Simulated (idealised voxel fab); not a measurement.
This is a process module. Its name is voxel lift off.
Xsec cut, 195 nm wide, square cell size 5 nm.
Throughout this document, each cross-section is represented as a grid of square cells and is presented as a sequence of bands enumerated from the top downward, where a band comprises one or more rows of cells. Within each band entry, the heights of the top and of the bottom of the band appear first, in that order and in nm; the materials of the band then follow from left to right, each with its corresponding width in nm. The designation "all across" on a single material indicates that it fills the band from edge to edge; the designation "air" indicates empty space. Heads up on the height convention: 0 is the point under which the incoming wafer is all one material, and the lowest band has no bottom, it just keeps going down, like "0 and below". Read "30->40" as a graded width: first number on top, second number at the bottom, same change between each pair of neighbouring rows. Key: "nothing was modified" - step with no changed cell in the cross-section. For the entry "Fully sealed voids", the listed items are empty spaces with no open way to the top whose size is 8 cells or more; each item follows the pattern width x height at distance, where distance is from the left edge and all three are in nm. Note: text after step settings on the step line = simulator remark on that step. The "overlay nm" setting may appear on a step's line; for a step that uses a mask, it gives how far to the right of its planned position the mask lay, and a negative value indicates the left.
Steps planned for the process:
1 RECEIVE: material Si
2 CONFORMAL_DEP: material Al2O3, thk nm 5
3 PATTERN: tone open, mask id LINES, material resist, width nm 25, pitch nm 50, thk nm 30, overlay nm 0
4 DIRECTIONAL_DEP: material Ru, thk nm 15
5 STRIP: etch materials resist
6 CONFORMAL_DEP: material SiN, thk nm 10
As-received wafer cross-section (after step 1):
> 0 and below = Si all across
> Fully sealed voids: none
Wafer cross-section at end of module: start and plan as shown above, one execution error:
> 30 down to 20 = air 20 nm / SiN 45 nm / air 5 nm / SiN 45 nm / air 5 nm / SiN 45 nm / air 30 nm
> 20 down to 15 = air 20 nm / SiN 10 nm / Ru 25 nm / SiN 10 nm / air 5 nm / SiN 10 nm / Ru 25 nm / SiN 10 nm / air 5 nm / SiN 10 nm / Ru 25 nm / SiN 10 nm / air 30 nm
> 15 down to 5 = SiN 30 nm / Ru 25 nm / SiN 25 nm / Ru 25 nm / SiN 25 nm / Ru 25 nm / SiN 40 nm
> 5 down to 0 = Al2O3 all across
> 0 and below = Si all across
> Fully sealed voids: none
Where did the run depart from the plan? step 3 off recipe, ran as PATTERN: tone open, mask id LINES, material resist, width nm 25, pitch nm 50, thk nm 30, overlay nm -5
